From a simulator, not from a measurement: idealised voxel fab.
Title: Process Module voxel self aligned contacts
Section shown: cut. Width: 250 nm. Cell size: 5 nm, square.
Think of the cross-section as a grid of square cells. We describe it in bands, top to bottom, and each band covers one or more rows of those cells. A band entry consists of two parts. The first gives the height of the band's top and the height of its bottom, in nm. The rest lists the band's materials from left to right, each with its width in nm. A single material labelled with the word "full width" fills the band from edge to edge, and the word "blank" marks empty space. All heights in this document are referenced to 0, defined as the level beneath which the wafer, as received, consists entirely of one material. The lowest band is not bounded below; it extends indefinitely downward and is written in the form "0 and below". Note: "30 to 40" means the width goes from the first number (top row of the band) to the second number (bottom row) in equal steps per row of cells. "stayed the same" (step): cross-section cells unchanged, all of them. Entry "Enclosed cavity list". Content: empty spaces with no open connection to the top, size 8 cells or greater. Each: width x height at distance. Distance: from left edge. Unit: nm. It should be noted that, on the line of a given step, the content following the step's settings is a remark produced by the simulator itself with respect to that step. You can add "overlay nm" to a step's line. For a step with a mask, it describes how far the mask lay to the right of its planned position, and a negative number describes a lay to the left.
-- Listed below are the process steps as planned
- 1: RECEIVE | material Si
- 2: CONFORMAL_DEP | material SiO2 | thk nm 5
- 3: DIRECTIONAL_DEP | material polySi | thk nm 25
- 4: DIRECTIONAL_DEP | material SiN | thk nm 20
- 5: DIRECTIONAL_DEP | material aC | thk nm 10
- 6: PATTERN | tone cover | mask id GATE | material resist | width nm 35 | pitch nm 70 | thk nm 30 | overlay nm 0
- 7: DIRECTIONAL_ETCH | etch materials aC | depth nm 10
- 8: STRIP | etch materials resist
- 9: DIRECTIONAL_ETCH | etch materials SiN | depth nm 20
- 10: DIRECTIONAL_ETCH | etch materials polySi | depth nm 25
- 11: STRIP | etch materials aC
- 12: CONFORMAL_DEP | material SiN | thk nm 5
- 13: DIRECTIONAL_ETCH | etch materials SiN | depth nm 5
- 14: FILL_DEP | material SiO2 | thk nm 15
- 15: CMP | height nm 60
- 16: DIRECTIONAL_DEP | material aC | thk nm 10
- 17: PATTERN | tone open | mask id CONTACT | material resist | width nm 55 | pitch nm 70 | thk nm 25 | overlay nm 0
- 18: DIRECTIONAL_ETCH | etch materials aC | depth nm 10
- 19: STRIP | etch materials resist
- 20: DIRECTIONAL_ETCH | etch materials SiO2 | depth nm 60
- 21: STRIP | etch materials aC
- 22: CONFORMAL_DEP | material TiN | thk nm 5
- 23: FILL_DEP | material Ru | thk nm 10
- 24: CMP | height nm 60
- 25: CONFORMAL_DEP | material SiN | thk nm 5
-- Below: the first of two wafers, run as planned
-- As-received state of the wafer in cross-section, equivalent to post-step 1
- 0 and below | Si full width
- Enclosed cavity list: none
-- Wafer xsec, post step 2
- 5 down to 0 | SiO2 full width
- Lower than 0, everything is as it was.
-- Wafer xsec, post step 3
- 30 down to 5 | polySi full width
- Lower than 5, everything is as it was.
-- Wafer xsec, post step 4
- 50 down to 30 | SiN full width
- Lower than 30, everything is as it was.
-- Wafer xsec, post step 5
- 60 down to 50 | aC full width
- Lower than 50, everything is as it was.
-- Wafer xsec, post step 6
- 90 down to 60 | 35 blank, 35 resist, 35 blank, 35 resist, 35 blank, 35 resist, 40 blank
- Lower than 60, everything is as it was.
-- Wafer xsec, post step 7
- 80 down to 60 | 35 blank, 35 resist, 35 blank, 35 resist, 35 blank, 35 resist, 40 blank
- 60 down to 50 | 35 blank, 35 aC, 35 blank, 35 aC, 35 blank, 35 aC, 40 blank
- Lower than 50, everything is as it was.
-- Wafer xsec, post step 8
- 60 down to 50 | 35 blank, 35 aC, 35 blank, 35 aC, 35 blank, 35 aC, 40 blank
- Lower than 50, everything is as it was.
-- Wafer xsec, post step 9
- 60 down to 50 | 35 blank, 35 aC, 35 blank, 35 aC, 35 blank, 35 aC, 40 blank
- 50 down to 30 | 35 blank, 35 SiN, 35 blank, 35 SiN, 35 blank, 35 SiN, 40 blank
- Lower than 30, everything is as it was.
-- Wafer xsec, post step 10
- 60 down to 50 | 35 blank, 35 aC, 35 blank, 35 aC, 35 blank, 35 aC, 40 blank
- 50 down to 30 | 35 blank, 35 SiN, 35 blank, 35 SiN, 35 blank, 35 SiN, 40 blank
- 30 down to 5 | 35 blank, 35 polySi, 35 blank, 35 polySi, 35 blank, 35 polySi, 40 blank
- Lower than 5, everything is as it was.
-- Wafer xsec, post step 11
- 50 down to 30 | 35 blank, 35 SiN, 35 blank, 35 SiN, 35 blank, 35 SiN, 40 blank
- Lower than 30, everything is as it was.
-- Wafer xsec, post step 12
- 55 down to 30 | 30 blank, 45 SiN, 25 blank, 45 SiN, 25 blank, 45 SiN, 35 blank
- 30 down to 10 | 30 blank, 5 SiN, 35 polySi, 5 SiN, 25 blank, 5 SiN, 35 polySi, 5 SiN, 25 blank, 5 SiN, 35 polySi, 5 SiN, 35 blank
- 10 down to 5 | 35 SiN, 35 polySi, 35 SiN, 35 polySi, 35 SiN, 35 polySi, 40 SiN
- Lower than 5, everything is as it was.
-- Wafer xsec, post step 13
- 50 down to 30 | 30 blank, 45 SiN, 25 blank, 45 SiN, 25 blank, 45 SiN, 35 blank
- 30 down to 5 | 30 blank, 5 SiN, 35 polySi, 5 SiN, 25 blank, 5 SiN, 35 polySi, 5 SiN, 25 blank, 5 SiN, 35 polySi, 5 SiN, 35 blank
- Lower than 5, everything is as it was.
-- Wafer xsec, post step 14
- 65 down to 50 | SiO2 full width
- 50 down to 30 | 30 SiO2, 45 SiN, 25 SiO2, 45 SiN, 25 SiO2, 45 SiN, 35 SiO2
- 30 down to 5 | 30 SiO2, 5 SiN, 35 polySi, 5 SiN, 25 SiO2, 5 SiN, 35 polySi, 5 SiN, 25 SiO2, 5 SiN, 35 polySi, 5 SiN, 35 SiO2
- Lower than 5, everything is as it was.
-- Wafer xsec, post step 15
- 60 down to 50 | SiO2 full width
- Lower than 50, everything is as it was.
-- Wafer xsec, post step 16
- 70 down to 60 | aC full width
- Lower than 60, everything is as it was.
-- Wafer xsec, post step 17
- 95 down to 70 | 60 resist, 55 blank, 15 resist, 55 blank, 65 resist
- Lower than 70, everything is as it was.
-- Wafer xsec, post step 18
- 85 down to 70 | 60 resist, 55 blank, 15 resist, 55 blank, 65 resist
- 70 down to 60 | 60 aC, 55 blank, 15 aC, 55 blank, 65 aC
- Lower than 60, everything is as it was.
-- Wafer xsec, post step 19
- 70 down to 60 | 60 aC, 55 blank, 15 aC, 55 blank, 65 aC
- Lower than 60, everything is as it was.
-- Wafer xsec, post step 20
- 70 down to 60 | 60 aC, 55 blank, 15 aC, 55 blank, 65 aC
- 60 down to 50 | 60 SiO2, 55 blank, 15 SiO2, 55 blank, 65 SiO2
- 50 down to 30 | 30 SiO2, 45 SiN, 25 blank, 45 SiN, 25 blank, 45 SiN, 35 SiO2
- 30 down to 5 | 30 SiO2, 5 SiN, 35 polySi, 5 SiN, 25 blank, 5 SiN, 35 polySi, 5 SiN, 25 blank, 5 SiN, 35 polySi, 5 SiN, 35 SiO2
- 5 down to 0 | 75 SiO2, 25 blank, 45 SiO2, 25 blank, 80 SiO2
- Lower than 0, everything is as it was.
-- Wafer xsec, post step 21
- 60 down to 50 | 60 SiO2, 55 blank, 15 SiO2, 55 blank, 65 SiO2
- Lower than 50, everything is as it was.
-- Wafer xsec, post step 22
- 65 down to 60 | 65 TiN, 45 blank, 25 TiN, 45 blank, 70 TiN
- 60 down to 50 | 60 SiO2, 5 to 20 TiN, 45 to 15 blank, 5 to 20 TiN, 15 SiO2, 5 to 20 TiN, 45 to 15 blank, 5 to 20 TiN, 65 SiO2
- 50 down to 30 | 30 SiO2, 45 SiN, 5 TiN, 15 blank, 5 TiN, 45 SiN, 5 TiN, 15 blank, 5 TiN, 45 SiN, 35 SiO2
- 30 down to 5 | 30 SiO2, 5 SiN, 35 polySi, 5 SiN, 5 TiN, 15 blank, 5 TiN, 5 SiN, 35 polySi, 5 SiN, 5 TiN, 15 blank, 5 TiN, 5 SiN, 35 polySi, 5 SiN, 35 SiO2
- 5 down to 0 | 75 SiO2, 25 TiN, 45 SiO2, 25 TiN, 80 SiO2
- Lower than 0, everything is as it was.
-- Wafer xsec, post step 23
- 75 down to 65 | Ru full width
- 65 down to 60 | 65 TiN, 45 Ru, 25 TiN, 45 Ru, 70 TiN
- 60 down to 50 | 60 SiO2, 5 to 20 TiN, 45 to 15 Ru, 5 to 20 TiN, 15 SiO2, 5 to 20 TiN, 45 to 15 Ru, 5 to 20 TiN, 65 SiO2
- 50 down to 30 | 30 SiO2, 45 SiN, 5 TiN, 15 Ru, 5 TiN, 45 SiN, 5 TiN, 15 Ru, 5 TiN, 45 SiN, 35 SiO2
- 30 down to 5 | 30 SiO2, 5 SiN, 35 polySi, 5 SiN, 5 TiN, 15 Ru, 5 TiN, 5 SiN, 35 polySi, 5 SiN, 5 TiN, 15 Ru, 5 TiN, 5 SiN, 35 polySi, 5 SiN, 35 SiO2
- Lower than 5, everything is as it was.
-- Wafer xsec, post step 24
- 60 down to 50 | 60 SiO2, 5 to 20 TiN, 45 to 15 Ru, 5 to 20 TiN, 15 SiO2, 5 to 20 TiN, 45 to 15 Ru, 5 to 20 TiN, 65 SiO2
- Lower than 50, everything is as it was.
-- Wafer xsec, post step 25
- 65 down to 60 | SiN full width
- Lower than 60, everything is as it was.
-- The Second Wafer: Common Origin and Plan, One Mistake in Execution, Identical to the First Through Step 2
-- Cross-section: second wafer, time at which step 3 was scheduled to end
- 55 down to 5 | polySi full width
- Lower than 5, everything is as it was.
-- Cross-section: second wafer, time at which step 4 was scheduled to end
- 75 down to 55 | SiN full width
- Lower than 55, everything is as it was.
-- Cross-section: second wafer, time at which step 5 was scheduled to end
- 85 down to 75 | aC full width
- Lower than 75, everything is as it was.
-- Cross-section: second wafer, time at which step 6 was scheduled to end
- 115 down to 85 | 35 blank, 35 resist, 35 blank, 35 resist, 35 blank, 35 resist, 40 blank
- Lower than 85, everything is as it was.
-- Cross-section: second wafer, time at which step 7 was scheduled to end
- 105 down to 85 | 35 blank, 35 resist, 35 blank, 35 resist, 35 blank, 35 resist, 40 blank
- 85 down to 75 | 35 blank, 35 aC, 35 blank, 35 aC, 35 blank, 35 aC, 40 blank
- Lower than 75, everything is as it was.
-- Cross-section: second wafer, time at which step 8 was scheduled to end
- 85 down to 75 | 35 blank, 35 aC, 35 blank, 35 aC, 35 blank, 35 aC, 40 blank
- Lower than 75, everything is as it was.
-- Cross-section: second wafer, time at which step 9 was scheduled to end
- 85 down to 75 | 35 blank, 35 aC, 35 blank, 35 aC, 35 blank, 35 aC, 40 blank
- 75 down to 55 | 35 blank, 35 SiN, 35 blank, 35 SiN, 35 blank, 35 SiN, 40 blank
- Lower than 55, everything is as it was.
-- Cross-section: second wafer, time at which step 10 was scheduled to end
- 85 down to 75 | 35 blank, 35 aC, 35 blank, 35 aC, 35 blank, 35 aC, 40 blank
- 75 down to 55 | 35 blank, 35 SiN, 35 blank, 35 SiN, 35 blank, 35 SiN, 40 blank
- 55 down to 30 | 35 blank, 35 polySi, 35 blank, 35 polySi, 35 blank, 35 polySi, 40 blank
- Lower than 30, everything is as it was.
-- Cross-section: second wafer, time at which step 11 was scheduled to end
- 75 down to 55 | 35 blank, 35 SiN, 35 blank, 35 SiN, 35 blank, 35 SiN, 40 blank
- Lower than 55, everything is as it was.
-- Cross-section: second wafer, time at which step 12 was scheduled to end
- 80 down to 55 | 30 blank, 45 SiN, 25 blank, 45 SiN, 25 blank, 45 SiN, 35 blank
- 55 down to 35 | 30 blank, 5 SiN, 35 polySi, 5 SiN, 25 blank, 5 SiN, 35 polySi, 5 SiN, 25 blank, 5 SiN, 35 polySi, 5 SiN, 35 blank
- 35 down to 30 | 35 SiN, 35 polySi, 35 SiN, 35 polySi, 35 SiN, 35 polySi, 40 SiN
- Lower than 30, everything is as it was.
-- Cross-section: second wafer, time at which step 13 was scheduled to end
- 75 down to 55 | 30 blank, 45 SiN, 25 blank, 45 SiN, 25 blank, 45 SiN, 35 blank
- 55 down to 30 | 30 blank, 5 SiN, 35 polySi, 5 SiN, 25 blank, 5 SiN, 35 polySi, 5 SiN, 25 blank, 5 SiN, 35 polySi, 5 SiN, 35 blank
- Lower than 30, everything is as it was.
-- Cross-section: second wafer, time at which step 14 was scheduled to end
- 90 down to 75 | SiO2 full width
- 75 down to 55 | 30 SiO2, 45 SiN, 25 SiO2, 45 SiN, 25 SiO2, 45 SiN, 35 SiO2
- 55 down to 30 | 30 SiO2, 5 SiN, 35 polySi, 5 SiN, 25 SiO2, 5 SiN, 35 polySi, 5 SiN, 25 SiO2, 5 SiN, 35 polySi, 5 SiN, 35 SiO2
- Lower than 30, everything is as it was.
-- Cross-section: second wafer, time at which step 15 was scheduled to end
- 60 down to 55 | 30 SiO2, 45 SiN, 25 SiO2, 45 SiN, 25 SiO2, 45 SiN, 35 SiO2
- Lower than 55, everything is as it was.
-- Cross-section: second wafer, time at which step 16 was scheduled to end
- 70 down to 60 | aC full width
- Lower than 60, everything is as it was.
-- Cross-section: second wafer, time at which step 17 was scheduled to end
- 95 down to 70 | 60 resist, 55 blank, 15 resist, 55 blank, 65 resist
- Lower than 70, everything is as it was.
-- Cross-section: second wafer, time at which step 18 was scheduled to end
- 85 down to 70 | 60 resist, 55 blank, 15 resist, 55 blank, 65 resist
- 70 down to 60 | 60 aC, 55 blank, 15 aC, 55 blank, 65 aC
- Lower than 60, everything is as it was.
-- Cross-section: second wafer, time at which step 19 was scheduled to end
- 70 down to 60 | 60 aC, 55 blank, 15 aC, 55 blank, 65 aC
- Lower than 60, everything is as it was.
-- Cross-section: second wafer, time at which step 20 was scheduled to end
- 70 down to 60 | 60 aC, 55 blank, 15 aC, 55 blank, 65 aC
- 60 down to 55 | 30 SiO2, 45 SiN, 25 blank, 45 SiN, 25 blank, 45 SiN, 35 SiO2
- 55 down to 30 | 30 SiO2, 5 SiN, 35 polySi, 5 SiN, 25 blank, 5 SiN, 35 polySi, 5 SiN, 25 blank, 5 SiN, 35 polySi, 5 SiN, 35 SiO2
- Lower than 30, everything is as it was.
-- Cross-section: second wafer, time at which step 21 was scheduled to end
- 60 down to 55 | 30 SiO2, 45 SiN, 25 blank, 45 SiN, 25 blank, 45 SiN, 35 SiO2
- Lower than 55, everything is as it was.
-- Cross-section: second wafer, time at which step 22 was scheduled to end
- 65 down to 60 | 80 TiN, 15 blank, 55 TiN, 15 blank, 85 TiN
- 60 down to 55 | 30 SiO2, 45 SiN, 5 TiN, 15 blank, 5 TiN, 45 SiN, 5 TiN, 15 blank, 5 TiN, 45 SiN, 35 SiO2
- 55 down to 35 | 30 SiO2, 5 SiN, 35 polySi, 5 SiN, 5 TiN, 15 blank, 5 TiN, 5 SiN, 35 polySi, 5 SiN, 5 TiN, 15 blank, 5 TiN, 5 SiN, 35 polySi, 5 SiN, 35 SiO2
- 35 down to 30 | 30 SiO2, 5 SiN, 35 polySi, 5 SiN, 25 TiN, 5 SiN, 35 polySi, 5 SiN, 25 TiN, 5 SiN, 35 polySi, 5 SiN, 35 SiO2
- Lower than 30, everything is as it was.
-- Cross-section: second wafer, time at which step 23 was scheduled to end
- 75 down to 65 | Ru full width
- 65 down to 60 | 80 TiN, 15 Ru, 55 TiN, 15 Ru, 85 TiN
- 60 down to 55 | 30 SiO2, 45 SiN, 5 TiN, 15 Ru, 5 TiN, 45 SiN, 5 TiN, 15 Ru, 5 TiN, 45 SiN, 35 SiO2
- 55 down to 35 | 30 SiO2, 5 SiN, 35 polySi, 5 SiN, 5 TiN, 15 Ru, 5 TiN, 5 SiN, 35 polySi, 5 SiN, 5 TiN, 15 Ru, 5 TiN, 5 SiN, 35 polySi, 5 SiN, 35 SiO2
- Lower than 35, everything is as it was.
-- Cross-section: second wafer, time at which step 24 was scheduled to end
- 60 down to 55 | 30 SiO2, 45 SiN, 5 TiN, 15 Ru, 5 TiN, 45 SiN, 5 TiN, 15 Ru, 5 TiN, 45 SiN, 35 SiO2
- Lower than 55, everything is as it was.
-- Cross-section: second wafer, time at which step 25 was scheduled to end
- 65 down to 60 | SiN full width
- Lower than 60, everything is as it was.
Against the plan, the run slipped here: step 3 of the plan was twice carried out
FYI, end of process, the second wafer has more or fewer cells of some materials than the first: 48 fewer of Ru, 81 fewer of SiN, 85 fewer of SiO2, 36 fewer of TiN, 250 more of polySi
